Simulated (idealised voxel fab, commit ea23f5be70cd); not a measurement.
process module | voxel lift off
cross-section cut | 225 nm wide | cells 5 nm
A cross-section is a grid of square cells, given in bands from the top down. A band is one or more rows of cells.
Each band's line starts with the height of the band's top and of its bottom, in nm. Then come its materials from left to right, each with its width in nm. One material with "throughout" fills the band from edge to edge. "air" is empty space.
Height 0 is the level under which the wafer as received is all one material. The lowest band goes on downwards, as in "0 down".
A width such as "30 to 40" changes by the same amount from each row of cells to the next, from the band's top row to its bottom row.
"no change" after a step means that no cell of the cross-section changed.
closed voids: empty space of 8 cells or more with no open way to the top, each as width x height at its distance from the left edge, in nm
after a step's settings: what the simulator itself notes on the step
overlay nm, on a step with a mask: how far to the right of its planned place the mask lay; to the left if negative
plan
1 op RECEIVE | material Si
2 op CONFORMAL_DEP | material Al2O3 | thk nm 15
3 op PATTERN | tone open | mask id LINES | material resist | width nm 25 | pitch nm 40 | thk nm 25 | overlay nm -15
4 op DIRECTIONAL_DEP | material Ru | thk nm 15
5 op STRIP | etch materials resist
6 op CONFORMAL_DEP | material SiN | thk nm 5
varied across the wafers: overlay nm of step 3. The plan shows the first wafer's value. All wafers start alike
first wafer as received, after step 1
  0 down: Si throughout
  closed voids: none
each wafer at the end: cells of each material gained (+) or lost (-) since it was received, then its closed voids
overlay nm -15 | +135 Al2O3 | +30 Ru | +57 SiN | closed voids: none
overlay nm -10 | +135 Al2O3 | +30 Ru | +57 SiN | closed voids: none
overlay nm -5 | +135 Al2O3 | +30 Ru | +57 SiN | closed voids: none
overlay nm 0 | +135 Al2O3 | +30 Ru | +57 SiN | closed voids: none
overlay nm 5 | +135 Al2O3 | +30 Ru | +57 SiN | closed voids: none
overlay nm 10 | +135 Al2O3 | +30 Ru | +57 SiN | closed voids: none
overlay nm 15 | +135 Al2O3 | +30 Ru | +57 SiN | closed voids: none
